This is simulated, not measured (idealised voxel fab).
process module | voxel transistor to metal
cross-section cut | 185 nm wide | cells 5 nm
A cross-section is a grid of square cells, given in bands from the top down. A band is one or more rows of cells.
Each band's line starts with the height of the band's top and of its bottom, in nm. Then come its materials from left to right, each with its width in nm. One material with "throughout" fills the band from edge to edge. "air" is empty space.
Height 0 is the level under which the wafer as received is all one material. The lowest band goes on downwards, as in "0 down".
A width such as "30 to 40" changes by the same amount from each row of cells to the next, from the band's top row to its bottom row.
"no change" after a step means that no cell of the cross-section changed.
closed voids: empty space of 8 cells or more with no open way to the top, each as width x height at its distance from the left edge, in nm
after a step's settings: what the simulator itself notes on the step
overlay nm, on a step with a mask: how far to the right of its planned place the mask lay; to the left if negative
plan
1 op RECEIVE | material Si
2 op OXIDIZE | depth nm 5
3 op CONFORMAL_DEP | material SiN | thk nm 10
4 op MASKED_ETCH | tone cover | mask id ACTIVE | width nm 115 | etch materials SiN | depth nm 10 | overlay nm 0
5 op MASKED_ETCH | tone cover | mask id ACTIVE | width nm 115 | etch materials SiO2 | depth nm 5 | overlay nm 0
6 op MASKED_ETCH | tone cover | mask id ACTIVE | width nm 115 | etch materials Si | depth nm 35 | overlay nm 0
7 op OXIDIZE | depth nm 5
8 op FILL_DEP | material SiO2 | thk nm 10
9 op CMP | height nm 10
10 op SELECTIVE_ETCH | etch materials SiO2 | depth nm 10
11 op STRIP | etch materials SiN
12 op SELECTIVE_ETCH | etch materials SiO2 | depth nm 5
13 op OXIDIZE | depth nm 5
14 op DIRECTIONAL_DEP | material polySi | thk nm 25
15 op DIRECTIONAL_DEP | material SiCN | thk nm 15
16 op PATTERN | tone cover | mask id GATE | material resist | width nm 35 | thk nm 20 | overlay nm 0
17 op DIRECTIONAL_ETCH | etch materials SiCN | depth nm 25
18 op DIRECTIONAL_ETCH | etch materials polySi | depth nm 35
19 op STRIP | etch materials resist
20 op CONFORMAL_DEP | material SiN | thk nm 10
21 op DIRECTIONAL_ETCH | etch materials SiN | depth nm 10
22 op DIRECTIONAL_ETCH | etch materials SiO2 | depth nm 5
23 op DIRECTIONAL_ETCH | etch materials Si | depth nm 15
24 op EPI | material pSi | thk nm 15
25 op FILL_DEP | material SiO2 | thk nm 10
26 op CMP | height nm 20
27 op STRIP | etch materials polySi
28 op SELECTIVE_ETCH | etch materials SiO2 | depth nm 5
29 op CONFORMAL_DEP | material HfO2 | thk nm 5
30 op CONFORMAL_DEP | material TiN | thk nm 5
31 op FILL_DEP | material W | thk nm 10
32 op CMP | height nm 15
33 op DIRECTIONAL_DEP | material SiO2 | thk nm 10
34 op PATTERN | tone open | mask id CONTACT | material resist | width nm 15 | pitch nm 80 | thk nm 20 | overlay nm 0
35 op DIRECTIONAL_ETCH | etch materials SiO2 | depth nm 35
36 op STRIP | etch materials resist
37 op CONFORMAL_DEP | material TiN | thk nm 5
38 op FILL_DEP | material W | thk nm 5
39 op CMP | height nm 25
40 op CONFORMAL_DEP | material SiN | thk nm 5
41 op DIRECTIONAL_DEP | material SiO2 | thk nm 15
42 op MASKED_ETCH | tone open | mask id METAL_1 | width nm 15 | pitch nm 80 | etch materials SiO2 | depth nm 15 | overlay nm 0
43 op MASKED_ETCH | tone open | mask id METAL_1 | width nm 15 | pitch nm 80 | etch materials SiN | depth nm 5 | overlay nm 0
44 op CONFORMAL_DEP | material TiN | thk nm 5
45 op FILL_DEP | material Cu | thk nm 10
46 op CMP | height nm 45
47 op CONFORMAL_DEP | material SiCN | thk nm 5
48 op DIRECTIONAL_DEP | material SiO2 | thk nm 30
49 op MASKED_ETCH | tone open | mask id METAL_2 | width nm 15 | pitch nm 80 | etch materials SiO2 | depth nm 20 | overlay nm 0
50 op PATTERN | tone open | mask id METAL_2_HOLES | material resist | width nm 15 | pitch nm 80 | thk nm 20 | overlay nm 0
51 op DIRECTIONAL_ETCH | etch materials SiO2 | depth nm 10
52 op DIRECTIONAL_ETCH | etch materials SiCN | depth nm 5
53 op STRIP | etch materials resist
54 op CONFORMAL_DEP | material TiN | thk nm 5
55 op FILL_DEP | material Cu | thk nm 10
56 op CMP | height nm 80
57 op CONFORMAL_DEP | material SiN | thk nm 5
as received, after step 1
  0 down: Si throughout
  closed voids: none
a wafer at the end: this start, this plan, one mistake
  85 to 80: SiN throughout
  80 to 50: SiO2 45 | TiN 5 | Cu 5 | TiN 5 | SiO2 65 | TiN 5 | Cu 5 | TiN 5 | SiO2 45
  50 to 45: SiCN 45 | TiN 15 | SiCN 65 | TiN 15 | SiCN 45
  45 to 30: SiO2 45 | TiN 5 | Cu 5 | TiN 5 | SiO2 65 | TiN 5 | Cu 5 | TiN 5 | SiO2 45
  30 to 25: SiN 45 | TiN 15 | SiN 65 | TiN 15 | SiN 45
  25 to 20: W 40 | TiN 5 | SiO2 15 | TiN 5 | W 55 | TiN 5 | SiO2 15 | TiN 5 | W 40
  20 to 15: W 40 | TiN 5 | SiO2 15 | TiN 65 | SiO2 15 | TiN 5 | W 40
  15 to 5: W 40 | TiN 5 | SiO2 15 | TiN 5 | SiN 10 | HfO2 5 | TiN 5 | W 15 | TiN 5 | HfO2 5 | SiN 10 | TiN 5 | SiO2 15 | TiN 5 | W 40
  5 to 0: W 40 | TiN 5 | SiO2 5 | pSi 15 | SiN 10 | HfO2 5 | TiN 5 | W 15 | TiN 5 | HfO2 5 | SiN 10 | pSi 15 | SiO2 5 | TiN 5 | W 40
  0 to -5: W 40 | TiN 5 | SiO2 5 | pSi 15 | SiN 10 | HfO2 5 | TiN 25 | HfO2 5 | SiN 10 | pSi 15 | SiO2 5 | TiN 5 | W 40
  -5 to -10: TiN 45 | SiO2 5 | pSi 15 | SiO2 5 | HfO2 45 | SiO2 5 | pSi 15 | SiO2 5 | TiN 45
  -10 to -25: SiO2 40 | pSi 25 | Si 55 | pSi 25 | SiO2 40
  -25 to -45: SiO2 40 | Si 105 | SiO2 40
  -45 down: Si throughout
  closed voids: none
what went wrong: step 34 ran as: op PATTERN | tone cover | mask id CONTACT | material resist | width nm 15 | pitch nm 80 | thk nm 20 | overlay nm 0
